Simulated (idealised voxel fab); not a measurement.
process module | voxel fin reveal
cross-section cut | 215 nm wide | cells 5 nm
A cross-section is a grid of square cells, given in bands from the top down. A band is one or more rows of cells.
Each band's line starts with the height of the band's top and of its bottom, in nm. Then come its materials from left to right, each with its width in nm. One material with "throughout" fills the band from edge to edge. "air" is empty space.
Height 0 is the level under which the wafer as received is all one material. The lowest band goes on downwards, as in "0 down".
A width such as "30 to 40" changes by the same amount from each row of cells to the next, from the band's top row to its bottom row.
"no change" after a step means that no cell of the cross-section changed.
closed voids: empty space of 8 cells or more with no open way to the top, each as width x height at its distance from the left edge, in nm
after a step's settings: what the simulator itself notes on the step
overlay nm, on a step with a mask: how far to the right of its planned place the mask lay; to the left if negative
plan
1 op RECEIVE | material Si
2 op CONFORMAL_DEP | material SiN | thk nm 5
3 op DIRECTIONAL_DEP | material aC | thk nm 15
4 op PATTERN | tone cover | mask id FINS | material resist | width nm 15 | pitch nm 40 | thk nm 35 | overlay nm -15
5 op DIRECTIONAL_ETCH | etch materials aC | depth nm 15
6 op STRIP | etch materials resist
7 op DIRECTIONAL_ETCH | etch materials SiN | depth nm 5
8 op DIRECTIONAL_ETCH | etch materials Si | depth nm 40
9 op STRIP | etch materials aC
10 op OXIDIZE | depth nm 5
11 op FILL_DEP | material SiO2 | thk nm 10
12 op CMP | height nm 5
13 op SELECTIVE_ETCH | etch materials SiO2 | depth nm 15
14 op STRIP | etch materials SiN
15 op CONFORMAL_DEP | material HfO2 | thk nm 5
varied across the wafers: overlay nm of step 4. The plan shows the first wafer's value. All wafers start alike
first wafer as received, after step 1
  0 down: Si throughout
  closed voids: none
each wafer at the end: cells of each material gained (+) or lost (-) since it was received, then its closed voids
overlay nm -15 | +55 HfO2 | -360 Si | +280 SiO2 | closed voids: none
overlay nm -10 | +55 HfO2 | -360 Si | +280 SiO2 | closed voids: none
overlay nm -5 | +55 HfO2 | -360 Si | +280 SiO2 | closed voids: none
overlay nm 0 | +55 HfO2 | -360 Si | +280 SiO2 | closed voids: none
overlay nm 5 | +55 HfO2 | -360 Si | +280 SiO2 | closed voids: none
overlay nm 10 | +55 HfO2 | -360 Si | +280 SiO2 | closed voids: none
overlay nm 15 | +55 HfO2 | -360 Si | +280 SiO2 | closed voids: none
